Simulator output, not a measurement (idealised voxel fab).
This section sets out a process module, namely voxel ribs on slabs.
Section cut is 180 nm wide and gridded with 5 nm square cells.
Each cross-section below is a grid of square cells, stated as bands in top-down order, with one or more rows of cells making up each band. For a band, the entry starts with two heights in nm, that of the top and then that of the bottom, and carries on with the band's materials in order from left to right, each alongside its width in nm; the word "everywhere" beside a single material means it fills the band edge to edge, and "air" means empty space. Height datum 0, below which the as-received substrate wafer is one material. Lowest band open at the bottom, running downward: "z 0 and below". It should be noted that a width expressed as "30->40" varies in equal increments from row to row of cells within the band, taking the value of the first number at the top row and that of the second number at the bottom row. Given "no modifications" for a step, no cell of the cross-section differs between before and after that step. Look at "Entrapped voids" for the closed voids: empty spaces with no open path to the top, sized 8 cells or up. Each is width x height at distance, distance from the left edge, all nm. Formally, on a step line, whatever follows the settings is a remark that the simulator itself makes on the step. The "overlay nm" setting may appear on a step's line; for a step that uses a mask, it gives how far to the right of its planned position the mask lay, and a negative value indicates the left.

STEPS PLANNED FOR THE PROCESS
step 1: RECEIVE,material Si
step 2: DIRECTIONAL_DEP,material SiO2,thk nm 30
step 3: DIRECTIONAL_DEP,material SiN,thk nm 20
step 4: DIRECTIONAL_DEP,material aC,thk nm 15
step 5: PATTERN,tone cover,mask id RIB,material resist,width nm 25,thk nm 30,overlay nm 0
step 6: DIRECTIONAL_ETCH,etch materials aC,depth nm 15
step 7: STRIP,etch materials resist
step 8: DIRECTIONAL_ETCH,etch materials SiN,depth nm 10
step 9: STRIP,etch materials aC
step 10: DIRECTIONAL_DEP,material aC,thk nm 15
step 11: PATTERN,tone cover,mask id SLAB,material resist,width nm 75,thk nm 30,overlay nm 0
step 12: DIRECTIONAL_ETCH,etch materials aC,depth nm 15
step 13: STRIP,etch materials resist
step 14: DIRECTIONAL_ETCH,etch materials SiN,depth nm 10
step 15: STRIP,etch materials aC
step 16: FILL_DEP,material SiO2,thk nm 25
step 17: CMP,height nm 65
step 18: DIRECTIONAL_DEP,material W,thk nm 5
step 19: PATTERN,tone cover,mask id HEATER,material resist,width nm 35,thk nm 15,overlay nm 0
step 20: DIRECTIONAL_ETCH,etch materials W,depth nm 5
step 21: STRIP,etch materials resist
step 22: CONFORMAL_DEP,material SiO2,thk nm 10

AS-RECEIVED WAFER CROSS-SECTION (AFTER STEP 1)
    z 0 and below: Si everywhere
    Entrapped voids: none

FINAL WAFER PROFILE IN CROSS-SECTION AFTER THE MODULE, FROM THE SAME START AND PLAN AS ABOVE, WITH ONE MISTAKE MADE DURING PROCESSING
    z 80 to 75: air 60, then SiO2 55, then air 65
    z 75 to 70: SiO2 everywhere
    z 70 to 65: SiO2 70, then W 35, then SiO2 75
    z 65 to 50: SiO2 everywhere
    z 50 to 40: SiO2 75, then SiN 25, then SiO2 80
    z 40 to 30: SiO2 40, then SiN 75, then SiO2 65
    z 30 to 0: SiO2 everywhere
    z 0 and below: Si everywhere
    Entrapped voids: none
Error vs. plan: not per plan at step 11, really ran PATTERN,tone cover,mask id SLAB,material resist,width nm 75,thk nm 30,overlay nm -10
